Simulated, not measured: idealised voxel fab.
A process module follows: voxel trench capacitor.
cross-section cut | 145 nm wide | cells 5 nm
In what follows, cross-sections appear as grids of square cells, described through bands that run from the top down, where every band is one or more rows of cells.
Look at the band entry: it leads with the top's height and the bottom's height in nm. Then it lists the materials left to right, with a width in nm for each. The word "full width" on a single material says that material fills the band edge to edge. The word "empty" is empty space.
It should be noted that heights are counted from 0, beneath which the wafer as supplied is of one material throughout, and that the lowest band possesses no lower boundary but continues downward, as written in "z 0 and below".
Per-row width for "30->40": begins at first number (top row of band), ends at second number (bottom row), increment between rows held constant.
Step marked "left unchanged"? Then no cell in the cross-section changed in it.
Entry "Tabulated closed voids" = empty spaces >= 8 cells with no open way to the top; each as width x height at distance, distance from left edge, all nm.
On each step's line, the part that comes after the settings is the simulator's own comment on the step.
When a step includes a mask, the "overlay nm" setting on its line states how far to the right of its planned place that mask lay, and negative values state how far to the left.
Planned process steps
step 1: RECEIVE with material Si
step 2: CONFORMAL_DEP with material SiN, thk nm 5
step 3: DIRECTIONAL_DEP with material aC, thk nm 15
step 4: PATTERN with tone open, mask id TRENCH, material resist, width nm 15, pitch nm 45, thk nm 35, overlay nm 0
step 5: DIRECTIONAL_ETCH with etch materials aC, depth nm 15
step 6: STRIP with etch materials resist
step 7: DIRECTIONAL_ETCH with etch materials SiN, depth nm 5
step 8: DIRECTIONAL_ETCH with etch materials Si, depth nm 40
step 9: STRIP with etch materials aC
step 10: CONFORMAL_DEP with material Al2O3, thk nm 5
step 11: FILL_DEP with material polySi, thk nm 10
step 12: CMP with height nm 5
Below: the first of two wafers, run as planned
Shown in cross-section is the wafer as received, that is, as it stands after step 1
  z 0 and below | Si full width
  Tabulated closed voids: none
Presented here is a cross-section of the wafer after step 2 has been performed
  z 5 to 0 | SiN full width
  At heights below 0, the structure remains unaltered.
Presented here is a cross-section of the wafer after step 3 has been performed
  z 20 to 5 | aC full width
  At heights below 5, the structure remains unaltered.
Presented here is a cross-section of the wafer after step 4 has been performed
  z 55 to 20 | resist 40 | empty 15 | resist 30 | empty 15 | resist 45
  At heights below 20, the structure remains unaltered.
Presented here is a cross-section of the wafer after step 5 has been performed
  z 40 to 20 | resist 40 | empty 15 | resist 30 | empty 15 | resist 45
  z 20 to 5 | aC 40 | empty 15 | aC 30 | empty 15 | aC 45
  At heights below 5, the structure remains unaltered.
Presented here is a cross-section of the wafer after step 6 has been performed
  z 20 to 5 | aC 40 | empty 15 | aC 30 | empty 15 | aC 45
  At heights below 5, the structure remains unaltered.
Presented here is a cross-section of the wafer after step 7 has been performed
  z 20 to 5 | aC 40 | empty 15 | aC 30 | empty 15 | aC 45
  z 5 to 0 | SiN 40 | empty 15 | SiN 30 | empty 15 | SiN 45
  At heights below 0, the structure remains unaltered.
Presented here is a cross-section of the wafer after step 8 has been performed
  z 20 to 5 | aC 40 | empty 15 | aC 30 | empty 15 | aC 45
  z 5 to 0 | SiN 40 | empty 15 | SiN 30 | empty 15 | SiN 45
  z 0 to -40 | Si 40 | empty 15 | Si 30 | empty 15 | Si 45
  At heights below -40, the structure remains unaltered.
Presented here is a cross-section of the wafer after step 9 has been performed
  z 5 to 0 | SiN 40 | empty 15 | SiN 30 | empty 15 | SiN 45
  At heights below 0, the structure remains unaltered.
Presented here is a cross-section of the wafer after step 10 has been performed
  z 10 to 5 | Al2O3 45 | empty 5 | Al2O3 40 | empty 5 | Al2O3 50
  z 5 to 0 | SiN 40 | Al2O3 5 | empty 5 | Al2O3 5 | SiN 30 | Al2O3 5 | empty 5 | Al2O3 5 | SiN 45
  z 0 to -35 | Si 40 | Al2O3 5 | empty 5 | Al2O3 5 | Si 30 | Al2O3 5 | empty 5 | Al2O3 5 | Si 45
  z -35 to -40 | Si 40 | Al2O3 15 | Si 30 | Al2O3 15 | Si 45
  At heights below -40, the structure remains unaltered.
Presented here is a cross-section of the wafer after step 11 has been performed
  z 20 to 10 | polySi full width
  z 10 to 5 | Al2O3 45 | polySi 5 | Al2O3 40 | polySi 5 | Al2O3 50
  z 5 to 0 | SiN 40 | Al2O3 5 | polySi 5 | Al2O3 5 | SiN 30 | Al2O3 5 | polySi 5 | Al2O3 5 | SiN 45
  z 0 to -35 | Si 40 | Al2O3 5 | polySi 5 | Al2O3 5 | Si 30 | Al2O3 5 | polySi 5 | Al2O3 5 | Si 45
  At heights below -35, the structure remains unaltered.
Presented here is a cross-section of the wafer after step 12 has been performed
  z 5 to 0 | SiN 40 | Al2O3 5 | polySi 5 | Al2O3 5 | SiN 30 | Al2O3 5 | polySi 5 | Al2O3 5 | SiN 45
  At heights below 0, the structure remains unaltered.
Second wafer, same starting conditions and recipe as the first, one mistake in executing it, nothing differs from the first up to and including step 8
Second wafer at the planned finish of step 9, seen in cross-section
  z 25 to 20 | Al2O3 45 | empty 5 | Al2O3 40 | empty 5 | Al2O3 50
  z 20 to 5 | aC 40 | Al2O3 5 | empty 5 | Al2O3 5 | aC 30 | Al2O3 5 | empty 5 | Al2O3 5 | aC 45
  z 5 to 0 | SiN 40 | Al2O3 5 | empty 5 | Al2O3 5 | SiN 30 | Al2O3 5 | empty 5 | Al2O3 5 | SiN 45
  z 0 to -35 | Si 40 | Al2O3 5 | empty 5 | Al2O3 5 | Si 30 | Al2O3 5 | empty 5 | Al2O3 5 | Si 45
  z -35 to -40 | Si 40 | Al2O3 15 | Si 30 | Al2O3 15 | Si 45
  At heights below -40, the structure remains unaltered.
Second wafer at the planned finish of step 10, seen in cross-section: left unchanged
Second wafer at the planned finish of step 11, seen in cross-section
  z 35 to 25 | polySi full width
  z 25 to 20 | Al2O3 45 | polySi 5 | Al2O3 40 | polySi 5 | Al2O3 50
  z 20 to 5 | aC 40 | Al2O3 5 | polySi 5 | Al2O3 5 | aC 30 | Al2O3 5 | polySi 5 | Al2O3 5 | aC 45
  z 5 to 0 | SiN 40 | Al2O3 5 | polySi 5 | Al2O3 5 | SiN 30 | Al2O3 5 | polySi 5 | Al2O3 5 | SiN 45
  z 0 to -35 | Si 40 | Al2O3 5 | polySi 5 | Al2O3 5 | Si 30 | Al2O3 5 | polySi 5 | Al2O3 5 | Si 45
  At heights below -35, the structure remains unaltered.
Second wafer at the planned finish of step 12, seen in cross-section
  z 5 to 0 | SiN 40 | Al2O3 5 | polySi 5 | Al2O3 5 | SiN 30 | Al2O3 5 | polySi 5 | Al2O3 5 | SiN 45
  At heights below 0, the structure remains unaltered.
What was done differently from what was planned? order of steps 9 and 10 inverted relative to the plan
The mistake has no effect on what this model computes, because the two wafers end with the same cross-section.
